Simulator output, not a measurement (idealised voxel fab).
This section sets out a process module, namely voxel released beams.
The figure presents cross-section cut, which has a width of 175 nm and is divided into square cells with an edge length of 5 nm.
Each cross-section below is a grid of square cells, stated as bands in top-down order, with one or more rows of cells making up each band.
It is stipulated that each band's entry specify, in nanometres, the height of the top of the band and then that of its bottom, followed by the materials of the band in left-to-right sequence, each together with its width in nanometres. A single material marked by the word "edge to edge" is understood to fill the band from edge to edge; the word "air" is understood to denote empty space.
Basically, 0 is our baseline, since under it the wafer straight out of the box is all one material. The bottom band has no lower end and keeps on going down, so it looks like "0 nm and below".
A two-number width, for instance "30 to 40", indicates that the width is equal to the first number in the top row of the band and to the second number in the bottom row, and that it changes by a constant amount per row of cells.
Key: "same as before" - step with no changed cell in the cross-section.
Each empty space that has no open way to the top and spans at least 8 cells appears under "Unvented cavities" as width x height at distance, the distance counted from the left edge, all in nm.
Read whatever lies past the settings on a step's line as the simulator's own remark about the step.
"overlay nm" denotes, for a step that has a mask, the displacement of the mask to the right of its planned place, with negative values corresponding to the left.

### The planned process steps are enumerated hereunder
1: RECEIVE (material Si)
2: CONFORMAL_DEP (material SiN; thk nm 5)
3: DIRECTIONAL_DEP (material SiO2; thk nm 15)
4: PATTERN (tone open; mask id ANCHOR; material resist; width nm 35; thk nm 15; overlay nm 0)
5: DIRECTIONAL_ETCH (etch materials SiO2; depth nm 15)
6: STRIP (etch materials resist)
7: CONFORMAL_DEP (material W; thk nm 15)
8: DIRECTIONAL_DEP (material aC; thk nm 10)
9: PATTERN (tone cover; mask id BEAM; material resist; width nm 120; thk nm 25; overlay nm 0)
10: DIRECTIONAL_ETCH (etch materials aC; depth nm 10)
11: STRIP (etch materials resist)
12: DIRECTIONAL_ETCH (etch materials W; depth nm 15)
13: STRIP (etch materials aC)
14: STRIP (etch materials SiO2)

### First of two wafers - as planned

### As received (post step 1): cross-section
- 0 nm and below | Si edge to edge
- Unvented cavities: none

### Step 2 done - wafer cross-section
- 5 nm to 0 nm | SiN edge to edge
- Under 0: no change, same as before.

### Step 3 done - wafer cross-section
- 20 nm to 5 nm | SiO2 edge to edge
- Under 5: no change, same as before.

### Step 4 done - wafer cross-section
- 35 nm to 20 nm | resist=30 | air=35 | resist=110
- Under 20: no change, same as before.

### Step 5 done - wafer cross-section
- 35 nm to 20 nm | resist=30 | air=35 | resist=110
- 20 nm to 5 nm | SiO2=30 | air=35 | SiO2=110
- Under 5: no change, same as before.

### Step 6 done - wafer cross-section
- 20 nm to 5 nm | SiO2=30 | air=35 | SiO2=110
- Under 5: no change, same as before.

### Step 7 done - wafer cross-section
- 35 nm to 20 nm | W=45 | air=5 | W=125
- 20 nm to 5 nm | SiO2=30 | W=35 | SiO2=110
- Under 5: no change, same as before.

### Step 8 done - wafer cross-section
- 45 nm to 35 nm | aC=45 | air=5 | aC=125
- 35 nm to 30 nm | W=45 | air=5 | W=125
- 30 nm to 20 nm | W=45 | aC=5 | W=125
- Under 20: no change, same as before.

### Step 9 done - wafer cross-section
- 70 nm to 45 nm | air=25 | resist=120 | air=30
- 45 nm to 35 nm | aC=45 | resist=5 | aC=125
- 35 nm to 30 nm | W=45 | resist=5 | W=125
- Under 30: no change, same as before.

### Step 10 done - wafer cross-section
- 60 nm to 45 nm | air=25 | resist=120 | air=30
- 45 nm to 35 nm | air=25 | aC=20 | resist=5 | aC=95 | air=30
- Under 35: no change, same as before.

### Step 11 done - wafer cross-section
- 45 nm to 35 nm | air=25 | aC=20 | air=5 | aC=95 | air=30
- 35 nm to 30 nm | W=45 | air=5 | W=125
- Under 30: no change, same as before.

### Step 12 done - wafer cross-section
- 45 nm to 35 nm | air=25 | aC=20 | air=5 | aC=95 | air=30
- 35 nm to 30 nm | air=25 | W=20 | air=5 | W=95 | air=30
- 30 nm to 20 nm | air=25 | W=20 | aC=5 | W=95 | air=30
- Under 20: no change, same as before.

### Step 13 done - wafer cross-section
- 35 nm to 20 nm | air=25 | W=20 | air=5 | W=95 | air=30
- Under 20: no change, same as before.

### Step 14 done - wafer cross-section
- 35 nm to 20 nm | air=25 | W=20 | air=5 | W=95 | air=30
- 20 nm to 5 nm | air=30 | W=35 | air=110
- Under 5: no change, same as before.

### second wafer: like start, like plan, one mistake. Through step 8 it matches the first wafer

### The second wafer cut through, at the time step 9 was supposed to be finished
- 70 nm to 45 nm | air=25 | resist=125 | air=25
- 45 nm to 35 nm | aC=45 | resist=5 | aC=125
- 35 nm to 30 nm | W=45 | resist=5 | W=125
- Under 30: no change, same as before.

### The second wafer cut through, at the time step 10 was supposed to be finished
- 60 nm to 45 nm | air=25 | resist=125 | air=25
- 45 nm to 35 nm | air=25 | aC=20 | resist=5 | aC=100 | air=25
- Under 35: no change, same as before.

### The second wafer cut through, at the time step 11 was supposed to be finished
- 45 nm to 35 nm | air=25 | aC=20 | air=5 | aC=100 | air=25
- 35 nm to 30 nm | W=45 | air=5 | W=125
- Under 30: no change, same as before.

### The second wafer cut through, at the time step 12 was supposed to be finished
- 45 nm to 35 nm | air=25 | aC=20 | air=5 | aC=100 | air=25
- 35 nm to 30 nm | air=25 | W=20 | air=5 | W=100 | air=25
- 30 nm to 20 nm | air=25 | W=20 | aC=5 | W=100 | air=25
- Under 20: no change, same as before.

### The second wafer cut through, at the time step 13 was supposed to be finished
- 35 nm to 20 nm | air=25 | W=20 | air=5 | W=100 | air=25
- Under 20: no change, same as before.

### The second wafer cut through, at the time step 14 was supposed to be finished
- 35 nm to 20 nm | air=25 | W=20 | air=5 | W=100 | air=25
- 20 nm to 5 nm | air=30 | W=35 | air=110
- Under 5: no change, same as before.
The mistake made against the process plan was this: the process deviated at step 9: the operation and settings actually run there were PATTERN (tone cover; mask id BEAM; material resist; width nm 125; thk nm 25; overlay nm 0)
Heads up, by the end the second wafer has more or fewer cells of some materials compared to the first: +3 W
